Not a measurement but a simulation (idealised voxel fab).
A process module follows: voxel ribs on slabs.
The cross-section on display is named cut; it measures 220 nm wide, and its cells are 5 nm squares.
Think of the cross-section as a grid of square cells. We describe it in bands, top to bottom, and each band covers one or more rows of those cells. Basically the band line says how high the top is and how high the bottom is, in nm, and then what's in it from left to right, every material with its width in nm. Empty space shows up as "blank", and if a single material carries "everywhere" it runs the full band edge to edge. Note: height 0 marks the level under which the wafer is uniformly one material as received. Lowest band unbounded below, written "z 0 and below". Think of "30->40" as a width that walks from the first number to the second as you go down the band, top row to bottom row, taking equal-sized steps from row to row. When a step is marked "all unchanged", none of the cells in the cross-section changed during that step. The label "Tabulated closed voids" introduces a list of the empty spaces, 8 cells or larger, that have no open way up to the top; each entry in it reads width x height at distance, where the distance is taken from the left edge and all three are stated in nm. Anything after a step's settings on that line? It's the simulator's own note about the step. overlay nm: step with mask; distance mask lay right of planned place; negative value = left of planned place.
## Process steps foreseen in the plan
1) RECEIVE,material Si
2) DIRECTIONAL_DEP,material SiO2,thk nm 30
3) DIRECTIONAL_DEP,material polySi,thk nm 15
4) MASKED_ETCH,tone cover,mask id RIB,width nm 15,etch materials polySi,depth nm 10,overlay nm 0
5) MASKED_ETCH,tone cover,mask id SLAB,width nm 65,etch materials polySi,depth nm 5,overlay nm 0
6) FILL_DEP,material SiO2,thk nm 25
7) CMP,height nm 65
8) DIRECTIONAL_DEP,material TiN,thk nm 10
9) PATTERN,tone cover,mask id HEATER,material resist,width nm 25,thk nm 20,overlay nm 0
10) DIRECTIONAL_ETCH,etch materials TiN,depth nm 10
11) STRIP,etch materials resist
12) CONFORMAL_DEP,material SiO2,thk nm 5
## Shown in cross-section is the wafer as received, that is, as it stands after step 1
    z 0 and below | Si everywhere
    Tabulated closed voids: none
## End-of-module cross-section of the first of two wafers, processed as planned
    z 80 to 75 | blank (90); SiO2 (35); blank (95)
    z 75 to 70 | blank (90); SiO2 (5); TiN (25); SiO2 (5); blank (95)
    z 70 to 65 | SiO2 (95); TiN (25); SiO2 (100)
    z 65 to 45 | SiO2 everywhere
    z 45 to 35 | SiO2 (100); polySi (15); SiO2 (105)
    z 35 to 30 | SiO2 (75); polySi (65); SiO2 (80)
    z 30 to 0 | SiO2 everywhere
    z 0 and below | Si everywhere
    Tabulated closed voids: none
## Same start, same plan as the first wafer - but one mistake in the run. Cross-section of the second of the two at the end of the module
    z 80 to 75 | blank (90); SiO2 (35); blank (95)
    z 75 to 70 | blank (90); SiO2 (5); TiN (25); SiO2 (5); blank (95)
    z 70 to 65 | SiO2 (95); TiN (25); SiO2 (100)
    z 65 to 45 | SiO2 everywhere
    z 45 to 35 | SiO2 (100); polySi (20); SiO2 (100)
    z 35 to 30 | SiO2 (75); polySi (65); SiO2 (80)
    z 30 to 0 | SiO2 everywhere
    z 0 and below | Si everywhere
    Tabulated closed voids: none
Which mistake was made when the wafer was run? heads up, step 4 didn't go per plan, it actually ran as MASKED_ETCH,tone cover,mask id RIB,width nm 20,etch materials polySi,depth nm 10,overlay nm 0
Once processing is complete, comparing cell counts shows that the second wafer has more or fewer of certain materials than the first: SiO2: 2 fewer, polySi: 2 more
